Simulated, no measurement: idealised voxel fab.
process module | voxel wiring stack
cross-section cut | 250 nm wide | cells 5 nm
A cross-section is a grid of square cells, given in bands from the top down. A band is one or more rows of cells.
Each band's line starts with the height of the band's top and of its bottom, in nm. Then come its materials from left to right, each with its width in nm. One material with "throughout" fills the band from edge to edge. "air" is empty space.
Height 0 is the level under which the wafer as received is all one material. The lowest band goes on downwards, as in "0 down".
A width such as "30 to 40" changes by the same amount from each row of cells to the next, from the band's top row to its bottom row.
"no change" after a step means that no cell of the cross-section changed.
closed voids: empty space of 8 cells or more with no open way to the top, each as width x height at its distance from the left edge, in nm
after a step's settings: what the simulator itself notes on the step
overlay nm, on a step with a mask: how far to the right of its planned place the mask lay; to the left if negative
plan
1 op RECEIVE | material Si
2 op CONFORMAL_DEP | material SiO2 | thk nm 15
3 op CONFORMAL_DEP | material SiN | thk nm 5
4 op DIRECTIONAL_DEP | material lowk | thk nm 25
5 op DIRECTIONAL_DEP | material aC | thk nm 10
6 op PATTERN | tone open | mask id METAL_1 | material resist | width nm 25 | pitch nm 45 | thk nm 25 | overlay nm 0
7 op DIRECTIONAL_ETCH | etch materials aC | depth nm 10
8 op STRIP | etch materials resist
9 op DIRECTIONAL_ETCH | etch materials lowk | depth nm 25
10 op DIRECTIONAL_ETCH | etch materials SiN | depth nm 5
11 op STRIP | etch materials aC
12 op CONFORMAL_DEP | material TiN | thk nm 5
13 op FILL_DEP | material W | thk nm 10
14 op CMP | height nm 45
15 op CONFORMAL_DEP | material SiCN | thk nm 5
16 op DIRECTIONAL_DEP | material lowk | thk nm 20
17 op MASKED_ETCH | tone open | mask id PLUG_1 | width nm 15 | pitch nm 90 | etch materials lowk | depth nm 20 | overlay nm 0
18 op MASKED_ETCH | tone open | mask id PLUG_1 | width nm 15 | pitch nm 90 | etch materials SiCN | depth nm 5 | overlay nm 0
19 op EPI | material Ru | thk nm 10
20 op EPI | material Ru | thk nm 10
21 op EPI | material Ru | thk nm 5
22 op CONFORMAL_DEP | material SiN | thk nm 5
23 op DIRECTIONAL_DEP | material lowk | thk nm 25
24 op MASKED_ETCH | tone open | mask id METAL_2 | width nm 25 | pitch nm 45 | etch materials lowk | depth nm 25 | overlay nm 0
25 op MASKED_ETCH | tone open | mask id METAL_2 | width nm 25 | pitch nm 45 | etch materials SiN | depth nm 5 | overlay nm 0
26 op CONFORMAL_DEP | material TiN | thk nm 5
27 op FILL_DEP | material Ru | thk nm 10
28 op CMP | height nm 100
29 op CONFORMAL_DEP | material SiCN | thk nm 5
30 op DIRECTIONAL_DEP | material lowk | thk nm 5
31 op PATTERN | tone open | mask id PLUG_2 | material resist | width nm 15 | pitch nm 45 | thk nm 20 | overlay nm 0
32 op DIRECTIONAL_ETCH | etch materials lowk | depth nm 10
33 op DIRECTIONAL_ETCH | etch materials SiCN | depth nm 5
34 op STRIP | etch materials resist
35 op CONFORMAL_DEP | material TiN | thk nm 5
36 op FILL_DEP | material W | thk nm 10
37 op CMP | height nm 115
38 op DIRECTIONAL_DEP | material TiN | thk nm 5
39 op DIRECTIONAL_DEP | material W | thk nm 15
40 op DIRECTIONAL_DEP | material aC | thk nm 10
41 op PATTERN | tone cover | mask id METAL_3 | material resist | width nm 25 | pitch nm 45 | thk nm 30 | overlay nm 0
42 op DIRECTIONAL_ETCH | etch materials aC | depth nm 10
43 op STRIP | etch materials resist
44 op DIRECTIONAL_ETCH | etch materials W | depth nm 15
45 op DIRECTIONAL_ETCH | etch materials TiN | depth nm 5
46 op STRIP | etch materials aC
47 op FILL_DEP | material lowk | thk nm 10
48 op CMP | height nm 135
49 op CONFORMAL_DEP | material SiN | thk nm 5
varied across the wafers: thk nm of step 30. The plan shows the first wafer's value. All wafers start alike
first wafer as received, after step 1
  0 down: Si throughout
  closed voids: none
first wafer at the end, after step 49
  140 to 135: SiN throughout
  135 to 120: lowk 45 | W 25 | lowk 20 | W 25 | lowk 20 | W 25 | lowk 20 | W 25 | lowk 45
  120 to 115: lowk 45 | TiN 25 | lowk 20 | TiN 25 | lowk 20 | TiN 25 | lowk 20 | TiN 25 | lowk 45
  115 to 110: TiN 50 | W 5 | TiN 40 | W 5 | TiN 40 | W 5 | TiN 40 | W 5 | TiN 60
  110 to 105: lowk 45 | TiN 5 | W 5 | TiN 5 | lowk 30 | TiN 5 | W 5 | TiN 5 | lowk 30 | TiN 5 | W 5 | TiN 5 | lowk 30 | TiN 5 | W 5 | TiN 5 | lowk 55
  105 to 100: SiCN 45 | TiN 15 | SiCN 30 | TiN 15 | SiCN 30 | TiN 15 | SiCN 30 | TiN 15 | SiCN 55
  100 to 75: lowk 45 | TiN 5 | Ru 15 | TiN 5 | lowk 20 | TiN 5 | Ru 15 | TiN 5 | lowk 20 | TiN 5 | Ru 15 | TiN 5 | lowk 20 | TiN 5 | Ru 15 | TiN 5 | lowk 45
  75 to 70: SiN 45 | TiN 25 | SiN 20 | TiN 25 | SiN 20 | TiN 25 | SiN 20 | TiN 25 | SiN 45
  70 to 50: lowk 45 | Ru 15 | lowk 75 | Ru 15 | lowk 100
  50 to 45: SiCN 45 | Ru 15 | SiCN 75 | Ru 15 | SiCN 100
  45 to 20: lowk 45 | TiN 5 | W 15 | TiN 5 | lowk 20 | TiN 5 | W 15 | TiN 5 | lowk 20 | TiN 5 | W 15 | TiN 5 | lowk 20 | TiN 5 | W 15 | TiN 5 | lowk 45
  20 to 15: SiN 45 | TiN 25 | SiN 20 | TiN 25 | SiN 20 | TiN 25 | SiN 20 | TiN 25 | SiN 45
  15 to 0: SiO2 throughout
  0 down: Si throughout
  closed voids: none
last wafer at the end
  140 to 135: SiN throughout
  135 to 120: lowk 45 | W 25 | lowk 20 | W 25 | lowk 20 | W 25 | lowk 20 | W 25 | lowk 45
  120 to 115: lowk 45 | TiN 25 | lowk 20 | TiN 25 | lowk 20 | TiN 25 | lowk 20 | TiN 25 | lowk 45
  115 to 105: lowk throughout
  105 to 100: SiCN throughout
  100 to 75: lowk 45 | TiN 5 | Ru 15 | TiN 5 | lowk 20 | TiN 5 | Ru 15 | TiN 5 | lowk 20 | TiN 5 | Ru 15 | TiN 5 | lowk 20 | TiN 5 | Ru 15 | TiN 5 | lowk 45
  75 to 70: SiN 45 | TiN 25 | SiN 20 | TiN 25 | SiN 20 | TiN 25 | SiN 20 | TiN 25 | SiN 45
  70 to 50: lowk 45 | Ru 15 | lowk 75 | Ru 15 | lowk 100
  50 to 45: SiCN 45 | Ru 15 | SiCN 75 | Ru 15 | SiCN 100
  45 to 20: lowk 45 | TiN 5 | W 15 | TiN 5 | lowk 20 | TiN 5 | W 15 | TiN 5 | lowk 20 | TiN 5 | W 15 | TiN 5 | lowk 20 | TiN 5 | W 15 | TiN 5 | lowk 45
  20 to 15: SiN 45 | TiN 25 | SiN 20 | TiN 25 | SiN 20 | TiN 25 | SiN 20 | TiN 25 | SiN 45
  15 to 0: SiO2 throughout
  0 down: Si throughout
  closed voids: none
each wafer at the end: cells of each material gained (+) or lost (-) since it was received, then its closed voids
thk nm 5 | +90 Ru | +82 SiCN | +110 SiN | +150 SiO2 | +206 TiN | +128 W | +634 lowk | closed voids: none
thk nm 10 | +90 Ru | +82 SiCN | +110 SiN | +150 SiO2 | +168 TiN | +128 W | +672 lowk | closed voids: none
thk nm 15 | +90 Ru | +94 SiCN | +110 SiN | +150 SiO2 | +152 TiN | +120 W | +684 lowk | closed voids: none
thk nm 20 | +90 Ru | +94 SiCN | +110 SiN | +150 SiO2 | +140 TiN | +120 W | +696 lowk | closed voids: none
thk nm 25 | +90 Ru | +94 SiCN | +110 SiN | +150 SiO2 | +140 TiN | +120 W | +696 lowk | closed voids: none
